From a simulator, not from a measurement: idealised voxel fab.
process module | voxel capacitor over wiring
cross-section cut | 290 nm wide | cells 5 nm
A cross-section is a grid of square cells, given in bands from the top down. A band is one or more rows of cells.
Each band's line starts with the height of the band's top and of its bottom, in nm. Then come its materials from left to right, each with its width in nm. One material with "throughout" fills the band from edge to edge. "air" is empty space.
Height 0 is the level under which the wafer as received is all one material. The lowest band goes on downwards, as in "0 down".
A width such as "30 to 40" changes by the same amount from each row of cells to the next, from the band's top row to its bottom row.
"no change" after a step means that no cell of the cross-section changed.
closed voids: empty space of 8 cells or more with no open way to the top, each as width x height at its distance from the left edge, in nm
after a step's settings: what the simulator itself notes on the step
overlay nm, on a step with a mask: how far to the right of its planned place the mask lay; to the left if negative
plan
1 op RECEIVE | material Si
2 op CONFORMAL_DEP | material SiO2 | thk nm 15
3 op DIRECTIONAL_DEP | material TiN | thk nm 5
4 op DIRECTIONAL_DEP | material W | thk nm 25
5 op DIRECTIONAL_DEP | material aC | thk nm 15
6 op PATTERN | tone cover | mask id METAL_1 | material resist | width nm 30 | pitch nm 90 | thk nm 30 | overlay nm 0
7 op DIRECTIONAL_ETCH | etch materials aC | depth nm 15
8 op STRIP | etch materials resist
9 op DIRECTIONAL_ETCH | etch materials W | depth nm 25
10 op DIRECTIONAL_ETCH | etch materials TiN | depth nm 5
11 op STRIP | etch materials aC
12 op FILL_DEP | material SiO2 | thk nm 5
13 op CMP | height nm 45
14 op CONFORMAL_DEP | material SiCN | thk nm 5
15 op DIRECTIONAL_DEP | material lowk | thk nm 20
16 op MASKED_ETCH | tone open | mask id PLUG_1 | width nm 15 | etch materials lowk | depth nm 20 | overlay nm 0
17 op MASKED_ETCH | tone open | mask id PLUG_1 | width nm 15 | etch materials SiCN | depth nm 5 | overlay nm 0
18 op CONFORMAL_DEP | material TiN | thk nm 5
19 op FILL_DEP | material W | thk nm 10
20 op CMP | height nm 70
21 op DIRECTIONAL_DEP | material TiN | thk nm 10
22 op DIRECTIONAL_DEP | material Al2O3 | thk nm 5
23 op DIRECTIONAL_DEP | material TiN | thk nm 10
24 op DIRECTIONAL_DEP | material aC | thk nm 15
25 op PATTERN | tone cover | mask id UPPER_PLATE | material resist | width nm 65 | thk nm 35 | overlay nm 0
26 op DIRECTIONAL_ETCH | etch materials aC | depth nm 15
27 op STRIP | etch materials resist
28 op DIRECTIONAL_ETCH | etch materials TiN | depth nm 10
29 op DIRECTIONAL_ETCH | etch materials Al2O3 | depth nm 5
30 op STRIP | etch materials aC
31 op PATTERN | tone cover | mask id LOWER_PLATE | material resist | width nm 75 | thk nm 15 | overlay nm 0
32 op DIRECTIONAL_ETCH | etch materials TiN | depth nm 10
33 op STRIP | etch materials resist
34 op FILL_DEP | material SiO2 | thk nm 15
35 op CMP | height nm 105
36 op MASKED_ETCH | tone open | mask id PLUG_2 | width nm 15 | etch materials SiO2 | depth nm 10 | overlay nm 0
37 op CONFORMAL_DEP | material TiN | thk nm 5
38 op FILL_DEP | material Cu | thk nm 5
39 op CMP | height nm 105
40 op CONFORMAL_DEP | material SiCN | thk nm 5
as received, after step 1
  0 down: Si throughout
  closed voids: none
first wafer at the end, as planned
  110 to 105: SiCN throughout
  105 to 100: SiO2 110 | TiN 5 | Cu 5 | TiN 5 | SiO2 165
  100 to 95: SiO2 110 | TiN 15 | SiO2 165
  95 to 85: SiO2 100 | TiN 65 | SiO2 125
  85 to 80: SiO2 100 | Al2O3 65 | SiO2 125
  80 to 70: SiO2 95 | TiN 75 | SiO2 120
  70 to 50: lowk 100 | TiN 5 | W 5 | TiN 5 | lowk 175
  50 to 45: SiCN 100 | TiN 15 | SiCN 175
  45 to 20: SiO2 85 | W 30 | SiO2 60 | W 30 | SiO2 85
  20 to 15: SiO2 85 | TiN 30 | SiO2 60 | TiN 30 | SiO2 85
  15 to 0: SiO2 throughout
  0 down: Si throughout
  closed voids: none
second wafer at the end: like start, like plan, one mistake
  110 to 105: SiCN throughout
  105 to 100: SiO2 110 | TiN 5 | Cu 5 | TiN 5 | SiO2 165
  100 to 95: SiO2 110 | TiN 15 | SiO2 165
  95 to 85: SiO2 100 | TiN 65 | SiO2 125
  85 to 80: SiO2 100 | Al2O3 65 | SiO2 125
  80 to 70: SiO2 95 | TiN 75 | SiO2 120
  70 to 55: lowk 105 | TiN 5 | W 5 | TiN 5 | lowk 170
  55 to 50: lowk 105 | TiN 15 | lowk 170
  50 to 45: SiCN 105 | TiN 10 | SiCN 175
  45 to 20: SiO2 85 | W 30 | SiO2 60 | W 30 | SiO2 85
  20 to 15: SiO2 85 | TiN 30 | SiO2 60 | TiN 30 | SiO2 85
  15 to 0: SiO2 throughout
  0 down: Si throughout
  closed voids: none
what went wrong: step 16 ran as: op MASKED_ETCH | tone open | mask id PLUG_1 | width nm 15 | etch materials lowk | depth nm 20 | overlay nm 5
at the end the second wafer has, in cells: 1 more of SiCN | 1 fewer of W
